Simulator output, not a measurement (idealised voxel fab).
The process module that follows is named voxel self aligned contacts.
Xsec cut, 270 nm wide, square cell size 5 nm.
Format of a cross-section: grid, square cells. Given as bands. Order: top down. Band: one or more rows of cells.
Top height, bottom height, nm. Materials left to right, width each, nm. Single material + "full width" = fills band edge to edge. "empty" = empty.
All heights in this document are referenced to 0, defined as the level beneath which the wafer, as received, consists entirely of one material. The lowest band is not bounded below; it extends indefinitely downward and is written in the form "0..down".
Read "30..40" as a graded width: first number on top, second number at the bottom, same change between each pair of neighbouring rows.
"no change occurred" means the step left every cell of the cross-section as it was.
"Trapped cavities" enumerates empty spaces isolated from the top, with no open way to it, that contain at least 8 cells, giving each as width x height at distance from the left edge, all three in nm.
Anything after a step's settings on that line? It's the simulator's own note about the step.
You can add "overlay nm" to a step's line. For a step with a mask, it describes how far the mask lay to the right of its planned position, and a negative number describes a lay to the left.

# The process steps that were planned are listed below
1. RECEIVE with material Si
2. OXIDIZE with depth nm 5
3. DIRECTIONAL_DEP with material polySi, thk nm 30
4. DIRECTIONAL_DEP with material SiN, thk nm 20
5. DIRECTIONAL_DEP with material aC, thk nm 10
6. PATTERN with tone cover, mask id GATE, material resist, width nm 30, pitch nm 75, thk nm 30, overlay nm 0
7. DIRECTIONAL_ETCH with etch materials aC, depth nm 10
8. STRIP with etch materials resist
9. DIRECTIONAL_ETCH with etch materials SiN, depth nm 20
10. DIRECTIONAL_ETCH with etch materials polySi, depth nm 30
11. STRIP with etch materials aC
12. CONFORMAL_DEP with material SiN, thk nm 10
13. DIRECTIONAL_ETCH with etch materials SiN, depth nm 10
14. FILL_DEP with material SiO2, thk nm 20
15. CMP with height nm 60
16. DIRECTIONAL_DEP with material aC, thk nm 10
17. PATTERN with tone open, mask id CONTACT, material resist, width nm 45, thk nm 30, overlay nm 0
18. DIRECTIONAL_ETCH with etch materials aC, depth nm 10
19. STRIP with etch materials resist
20. DIRECTIONAL_ETCH with etch materials SiO2, depth nm 65
21. STRIP with etch materials aC
22. CONFORMAL_DEP with material TiN, thk nm 5
23. FILL_DEP with material Ru, thk nm 5
24. CMP with height nm 60
25. CONFORMAL_DEP with material SiN, thk nm 5
Across this set of wafers, the varied parameter is the width nm of step 17. Starting conditions are identical for every wafer, and the plan reports the value assigned to the first wafer.

# Here's the first of the wafers in cross-section, just as we got it, i.e. after step 1
    0..down: Si full width
    Trapped cavities: none

# Below is a per-wafer table. In it, each row describes the wafer at the end of the module by giving, for each material, the number of cells gained (+) or lost (-) since the wafer was received, and after that the closed voids of the wafer
width nm 45; +40 Ru; -54 Si; +182 SiN; +429 SiO2; +33 TiN; +72 polySi; Trapped cavities: none
width nm 50; +41 Ru; -54 Si; +182 SiN; +427 SiO2; +34 TiN; +72 polySi; Trapped cavities: none
width nm 55; +42 Ru; -54 Si; +182 SiN; +425 SiO2; +35 TiN; +72 polySi; Trapped cavities: none
width nm 60; +43 Ru; -54 Si; +182 SiN; +423 SiO2; +36 TiN; +72 polySi; Trapped cavities: none
width nm 65; +44 Ru; -54 Si; +182 SiN; +421 SiO2; +37 TiN; +72 polySi; Trapped cavities: none
width nm 70; +45 Ru; -54 Si; +182 SiN; +419 SiO2; +38 TiN; +72 polySi; Trapped cavities: none
